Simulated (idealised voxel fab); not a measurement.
process module | voxel trench capacitor
cross-section cut | 205 nm wide | cells 5 nm
A cross-section is a grid of square cells, given in bands from the top down. A band is one or more rows of cells.
Each band's line starts with the height of the band's top and of its bottom, in nm. Then come its materials from left to right, each with its width in nm. One material with "throughout" fills the band from edge to edge. "air" is empty space.
Height 0 is the level under which the wafer as received is all one material. The lowest band goes on downwards, as in "0 down".
A width such as "30 to 40" changes by the same amount from each row of cells to the next, from the band's top row to its bottom row.
"no change" after a step means that no cell of the cross-section changed.
closed voids: empty space of 8 cells or more with no open way to the top, each as width x height at its distance from the left edge, in nm
after a step's settings: what the simulator itself notes on the step
overlay nm, on a step with a mask: how far to the right of its planned place the mask lay; to the left if negative
plan
1 op RECEIVE | material Si
2 op CONFORMAL_DEP | material SiN | thk nm 10
3 op MASKED_ETCH | tone open | mask id TRENCH | width nm 25 | pitch nm 40 | etch materials SiN | depth nm 10 | overlay nm 0
4 op MASKED_ETCH | tone open | mask id TRENCH | width nm 25 | pitch nm 40 | etch materials Si | depth nm 30 | overlay nm 0
5 op CONFORMAL_DEP | material SiO2 | thk nm 5
6 op FILL_DEP | material polySi | thk nm 5
7 op CMP | height nm 10
as received, after step 1
  0 down: Si throughout
  closed voids: none
a wafer at the end: this start, this plan, one mistake
  10 to 5: polySi throughout
  5 to 0: SiO2 75 | polySi 15 | SiO2 25 | polySi 15 | SiO2 75
  0 to -25: Si 70 | SiO2 5 | polySi 15 | SiO2 5 | Si 15 | SiO2 5 | polySi 15 | SiO2 5 | Si 70
  -25 to -30: Si 70 | SiO2 25 | Si 15 | SiO2 25 | Si 70
  -30 down: Si throughout
  closed voids: none
what went wrong: step 2 was left out
